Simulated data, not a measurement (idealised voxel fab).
The following is a process module called voxel self aligned vias.
Cross-section cut spans 150 nm and uses square cells 5 nm in size.
Format of a cross-section: grid, square cells. Given as bands. Order: top down. Band: one or more rows of cells.
First you get the band's top height and its bottom height, in nm, and then the materials it's made of, left to right, with each width in nm. If you see a single material with "all across", that one covers the band edge to edge. "blank" is empty space.
Beneath 0, the wafer as received is one material, and that level is where height counting begins. The lowest band goes on downward without a bottom; it is written like "0 nm and below".
Width: "30..40" (first number = top row, second number = bottom row, same change from row to row of cells).
Basically "remains unaltered" means that step didn't change any cell in the cross-section.
Empty spaces counting at least 8 cells and having no open way to the top are listed in "Enclosed void entries". The notation width x height at distance is used for each, the distance being from the left edge and all three values in nm.
Heads up: the bit after the settings on a step's line is the simulator's remark on that step.
You can add "overlay nm" to a step's line. For a step with a mask, it describes how far the mask lay to the right of its planned position, and a negative number describes a lay to the left.

[Listed below are the process steps as planned]
| 1 | RECEIVE, material Si |
| 2 | CONFORMAL_DEP, material SiO2, thk nm 10 |
| 3 | CONFORMAL_DEP, material SiCN, thk nm 5 |
| 4 | DIRECTIONAL_DEP, material SiO2, thk nm 30 |
| 5 | MASKED_ETCH, tone open, mask id LINES, width nm 30, pitch nm 55, etch materials SiO2, depth nm 30, overlay nm 0 |
| 6 | CONFORMAL_DEP, material TiN, thk nm 5 |
| 7 | FILL_DEP, material Ru, thk nm 5 |
| 8 | CMP, height nm 45 |
| 9 | SELECTIVE_ETCH, etch materials W Ru TiN, depth nm 10 |
| 10 | FILL_DEP, material SiN, thk nm 10 |
| 11 | CMP, height nm 45 |
| 12 | DIRECTIONAL_DEP, material SiO2, thk nm 15 |
| 13 | PATTERN, tone open, mask id VIAS, material resist, width nm 40, thk nm 20, overlay nm 0 |
| 14 | DIRECTIONAL_ETCH, etch materials SiO2, depth nm 15 |
| 15 | DIRECTIONAL_ETCH, etch materials SiN, depth nm 5 |
| 16 | STRIP, etch materials resist |
| 17 | CONFORMAL_DEP, material TiN, thk nm 5 |
| 18 | FILL_DEP, material Cu, thk nm 5 |
| 19 | CMP, height nm 60 |
| 20 | CONFORMAL_DEP, material SiCN, thk nm 5 |
Every wafer here starts from the same state; it is the step 15 depth nm that distinguishes them, and the value the plan gives belongs to the first wafer.

[Cross-section of the first of several wafers as received (after step 1)]
> 0 nm and below  Si all across
> Enclosed void entries: none

[End of module: cross-section of the first of several wafers after step 20, the last step]
> 65 nm to 60 nm  SiCN all across
> 60 nm to 50 nm  SiO2 25 nm, then TiN 5 nm, then Cu 30 nm, then TiN 5 nm, then SiO2 85 nm
> 50 nm to 45 nm  SiO2 25 nm, then TiN 10 nm, then Cu 20 nm, then TiN 10 nm, then SiO2 85 nm
> 45 nm to 40 nm  SiO2 30 nm, then TiN 30 nm, then SiO2 25 nm, then SiN 30 nm, then SiO2 35 nm
> 40 nm to 35 nm  SiO2 30 nm, then SiN 30 nm, then SiO2 25 nm, then SiN 30 nm, then SiO2 35 nm
> 35 nm to 20 nm  SiO2 30 nm, then TiN 5 nm, then Ru 20 nm, then TiN 5 nm, then SiO2 25 nm, then TiN 5 nm, then Ru 20 nm, then TiN 5 nm, then SiO2 35 nm
> 20 nm to 15 nm  SiO2 30 nm, then TiN 30 nm, then SiO2 25 nm, then TiN 30 nm, then SiO2 35 nm
> 15 nm to 10 nm  SiCN all across
> 10 nm to 0 nm  SiO2 all across
> 0 nm and below  Si all across
> Enclosed void entries: none

[Of the several wafers, the last: cross-section at the end of the module]
> 65 nm to 60 nm  SiCN all across
> 60 nm to 50 nm  SiO2 25 nm, then TiN 5 nm, then Cu 30 nm, then TiN 5 nm, then SiO2 85 nm
> 50 nm to 45 nm  SiO2 25 nm, then TiN 10 nm, then Cu 20 nm, then TiN 10 nm, then SiO2 85 nm
> 45 nm to 40 nm  SiO2 30 nm, then TiN 5 nm, then Cu 20 nm, then TiN 5 nm, then SiO2 25 nm, then SiN 30 nm, then SiO2 35 nm
> 40 nm to 35 nm  SiO2 30 nm, then TiN 30 nm, then SiO2 25 nm, then SiN 30 nm, then SiO2 35 nm
> 35 nm to 20 nm  SiO2 30 nm, then TiN 5 nm, then Ru 20 nm, then TiN 5 nm, then SiO2 25 nm, then TiN 5 nm, then Ru 20 nm, then TiN 5 nm, then SiO2 35 nm
> 20 nm to 15 nm  SiO2 30 nm, then TiN 30 nm, then SiO2 25 nm, then TiN 30 nm, then SiO2 35 nm
> 15 nm to 10 nm  SiCN all across
> 10 nm to 0 nm  SiO2 all across
> 0 nm and below  Si all across
> Enclosed void entries: none

[Tabulated below, wafer by wafer, are the end-of-module results: for each material, the number of cells gained (+) or lost (-) relative to the as-received state, followed by the closed voids]
depth nm 5, +16 Cu, +24 Ru, +60 SiCN, +18 SiN, +234 SiO2, +38 TiN, Enclosed void entries: none
depth nm 10, +20 Cu, +24 Ru, +60 SiCN, +12 SiN, +234 SiO2, +40 TiN, Enclosed void entries: none
depth nm 15, +20 Cu, +24 Ru, +60 SiCN, +12 SiN, +234 SiO2, +40 TiN, Enclosed void entries: none
depth nm 20, +20 Cu, +24 Ru, +60 SiCN, +12 SiN, +234 SiO2, +40 TiN, Enclosed void entries: none
depth nm 25, +20 Cu, +24 Ru, +60 SiCN, +12 SiN, +234 SiO2, +40 TiN, Enclosed void entries: none
